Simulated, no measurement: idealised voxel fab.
The following process module bears the name voxel released beams.
Cross-section cut spans 245 nm and uses square cells 5 nm in size.
Reading order for cross-sections: top band down to bottom band. Underlying form: a grid of square cells. Band size: one or more rows of cells.
The band entry comprises the height of the band's top followed by the height of its bottom, expressed in nm, and subsequently the band's materials from left to right, each stated together with its width in nm. Where a single material is marked with the word "edge to edge", that material fills the band from edge to edge. The word "empty" represents empty space.
Height 0 is the level under which the wafer as received is all one material. The lowest band goes on downwards, as in "from 0 down".
Width spec "30 to 40" -> top row of cells at first value, bottom row at second value, equal per-row change in between.
You'll sometimes find "remained unchanged" written for a step, and that's the way of saying that nowhere in the cross-section did a cell change during that step.
Entry "Enclosed void list" = empty spaces >= 8 cells with no open way to the top; each as width x height at distance, distance from left edge, all nm.
Whatever follows a step's settings on its line is a remark the simulator itself makes about that step.
overlay nm: for a step with a mask, the amount by which the mask lay right of where it was planned; a negative amount means left of it.

**Process steps foreseen in the plan**
1. RECEIVE with material Si
2. CONFORMAL_DEP with material SiN, thk nm 5
3. DIRECTIONAL_DEP with material SiO2, thk nm 10
4. DIRECTIONAL_DEP with material aC, thk nm 15
5. PATTERN with tone open, mask id ANCHOR, material resist, width nm 35, thk nm 35, overlay nm 0
6. DIRECTIONAL_ETCH with etch materials aC, depth nm 15
7. STRIP with etch materials resist
8. DIRECTIONAL_ETCH with etch materials SiO2, depth nm 10
9. STRIP with etch materials aC
10. CONFORMAL_DEP with material polySi, thk nm 15
11. PATTERN with tone cover, mask id BEAM, material resist, width nm 110, thk nm 15, overlay nm -15
12. DIRECTIONAL_ETCH with etch materials polySi, depth nm 15
13. STRIP with etch materials resist
14. STRIP with etch materials SiO2
Every wafer here starts from the same state; it is the step 11 overlay nm that distinguishes them, and the value the plan gives belongs to the first wafer.

**Step 1 complete: as-received cross-section of the first of several wafers**
from 0 down = Si edge to edge
Enclosed void list: none

**The figure below presents a cross-section of the first of several wafers at the conclusion of the module, following its last step, step 14**
from 30 to 20 = 50 nm empty, 35 nm polySi, 5 nm empty, 70 nm polySi, 85 nm empty
from 20 to 15 = 50 nm empty, 110 nm polySi, 85 nm empty
from 15 to 5 = 70 nm empty, 35 nm polySi, 140 nm empty
from 5 to 0 = SiN edge to edge
from 0 down = Si edge to edge
Enclosed void list: none

**At the end of the module, the last of several wafers in cross-section**
from 30 to 20 = 80 nm empty, 5 nm polySi, 5 nm empty, 100 nm polySi, 55 nm empty
from 20 to 15 = 80 nm empty, 110 nm polySi, 55 nm empty
from 15 to 5 = 70 nm empty, 35 nm polySi, 140 nm empty
from 5 to 0 = SiN edge to edge
from 0 down = Si edge to edge
Enclosed void list: none

**Heads up, this table goes wafer by wafer. A row tells you, at the end of the module, how many cells of each material that wafer has put on (+) or dropped (-) since it was received, and then its closed voids**
overlay nm -15, +49 SiN, +78 polySi, Enclosed void list: none
overlay nm -10, +49 SiN, +78 polySi, Enclosed void list: none
overlay nm -5, +49 SiN, +78 polySi, Enclosed void list: none
overlay nm 0, +49 SiN, +78 polySi, Enclosed void list: none
overlay nm 5, +49 SiN, +78 polySi, Enclosed void list: none
overlay nm 10, +49 SiN, +78 polySi, Enclosed void list: none
overlay nm 15, +49 SiN, +78 polySi, Enclosed void list: none
